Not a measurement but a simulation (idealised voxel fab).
You're looking at the process module voxel tone inversion.
The cross-section shown here is cut; it is 160 nm wide and divided into square cells measuring 5 nm on a side.
Just so we're on the same page, the cross-sections are grids of square cells, and they're listed out in bands top to bottom, each band one or more rows deep. This entry defines a band. It first specifies the height of the band's top and the height of its bottom in nm, and then specifies the band's materials from left to right, stating each material with its width in nm. The word "edge to edge" identifies a single material that fills the band from edge to edge, while the word "empty" identifies empty space. The level at which height equals 0 is the one under which the wafer, as it arrives, is entirely one material. No lower edge exists for the bottom band, which continues downward and is notated as in "0 nm and below". It should be noted that a width expressed as "30..40" varies in equal increments from row to row of cells within the band, taking the value of the first number at the top row and that of the second number at the bottom row. "left unchanged", as given for a step, is the statement that not any cell of the cross-section underwent a change during that step. Reported under the label "Closed void entries" are the empty spaces having no open way to the top and comprising 8 cells or more; the notation for each is width x height at distance, in which the distance is measured from the left edge and all three values are in nm. Step line, after settings: the simulator's comment on this step. "overlay nm" answers the question of how far to the right of plan the mask lay on a step that has a mask, and when it is negative the answer is to the left.
The following list gives the planned process steps
1: RECEIVE [material Si]
2: CONFORMAL_DEP [material SiN] [thk nm 10]
3: DIRECTIONAL_DEP [material aC] [thk nm 15]
4: PATTERN [tone cover] [mask id POSTS] [material resist] [width nm 15] [pitch nm 40] [thk nm 20] [overlay nm 0]
5: DIRECTIONAL_ETCH [etch materials aC] [depth nm 15]
6: STRIP [etch materials resist]
7: FILL_DEP [material SiO2] [thk nm 5]
8: CMP [height nm 25]
9: STRIP [etch materials aC]
On the first of the two wafers: run conducted according to plan
Cross-section, incoming material, after step 1
* 0 nm and below = Si edge to edge
* Closed void entries: none
Cross-section of the wafer after step 2
* 10 nm to 0 nm = SiN edge to edge
* Beneath the level 0, the cross-section is identical to its previous state.
Cross-section of the wafer after step 3
* 25 nm to 10 nm = aC edge to edge
* Beneath the level 10, the cross-section is identical to its previous state.
Cross-section of the wafer after step 4
* 45 nm to 25 nm = empty: 30, resist: 15, empty: 25, resist: 15, empty: 25, resist: 15, empty: 35
* Beneath the level 25, the cross-section is identical to its previous state.
Cross-section of the wafer after step 5
* 30 nm to 25 nm = empty: 30, resist: 15, empty: 25, resist: 15, empty: 25, resist: 15, empty: 35
* 25 nm to 10 nm = empty: 30, aC: 15, empty: 25, aC: 15, empty: 25, aC: 15, empty: 35
* Beneath the level 10, the cross-section is identical to its previous state.
Cross-section of the wafer after step 6
* 25 nm to 10 nm = empty: 30, aC: 15, empty: 25, aC: 15, empty: 25, aC: 15, empty: 35
* Beneath the level 10, the cross-section is identical to its previous state.
Cross-section of the wafer after step 7
* 30 nm to 25 nm = SiO2 edge to edge
* 25 nm to 10 nm = SiO2: 30, aC: 15, SiO2: 25, aC: 15, SiO2: 25, aC: 15, SiO2: 35
* Beneath the level 10, the cross-section is identical to its previous state.
Cross-section of the wafer after step 8
* 25 nm to 10 nm = SiO2: 30, aC: 15, SiO2: 25, aC: 15, SiO2: 25, aC: 15, SiO2: 35
* Beneath the level 10, the cross-section is identical to its previous state.
Cross-section of the wafer after step 9
* 25 nm to 10 nm = SiO2: 30, empty: 15, SiO2: 25, empty: 15, SiO2: 25, empty: 15, SiO2: 35
* Beneath the level 10, the cross-section is identical to its previous state.
Second wafer - shared start and plan with the first - one error in running - same as the first up to step 3 inclusive
Look at the second wafer in cross-section at the time step 4 ought to have finished
* 45 nm to 25 nm = resist: 30, empty: 15, resist: 25, empty: 15, resist: 25, empty: 15, resist: 35
* Beneath the level 25, the cross-section is identical to its previous state.
Look at the second wafer in cross-section at the time step 5 ought to have finished
* 30 nm to 25 nm = resist: 30, empty: 15, resist: 25, empty: 15, resist: 25, empty: 15, resist: 35
* 25 nm to 10 nm = aC: 30, empty: 15, aC: 25, empty: 15, aC: 25, empty: 15, aC: 35
* Beneath the level 10, the cross-section is identical to its previous state.
Look at the second wafer in cross-section at the time step 6 ought to have finished
* 25 nm to 10 nm = aC: 30, empty: 15, aC: 25, empty: 15, aC: 25, empty: 15, aC: 35
* Beneath the level 10, the cross-section is identical to its previous state.
Look at the second wafer in cross-section at the time step 7 ought to have finished
* 30 nm to 25 nm = SiO2 edge to edge
* 25 nm to 10 nm = aC: 30, SiO2: 15, aC: 25, SiO2: 15, aC: 25, SiO2: 15, aC: 35
* Beneath the level 10, the cross-section is identical to its previous state.
Look at the second wafer in cross-section at the time step 8 ought to have finished
* 25 nm to 10 nm = aC: 30, SiO2: 15, aC: 25, SiO2: 15, aC: 25, SiO2: 15, aC: 35
* Beneath the level 10, the cross-section is identical to its previous state.
Look at the second wafer in cross-section at the time step 9 ought to have finished
* 25 nm to 10 nm = empty: 30, SiO2: 15, empty: 25, SiO2: 15, empty: 25, SiO2: 15, empty: 35
* Beneath the level 10, the cross-section is identical to its previous state.
Finding, execution versus plan: in deviation from the planned setting, step 4 was conducted as PATTERN [tone open] [mask id POSTS] [material resist] [width nm 15] [pitch nm 40] [thk nm 20] [overlay nm 0]
Counted in cells at the end, the second wafer holds more or fewer of these materials than the first: -42 SiO2
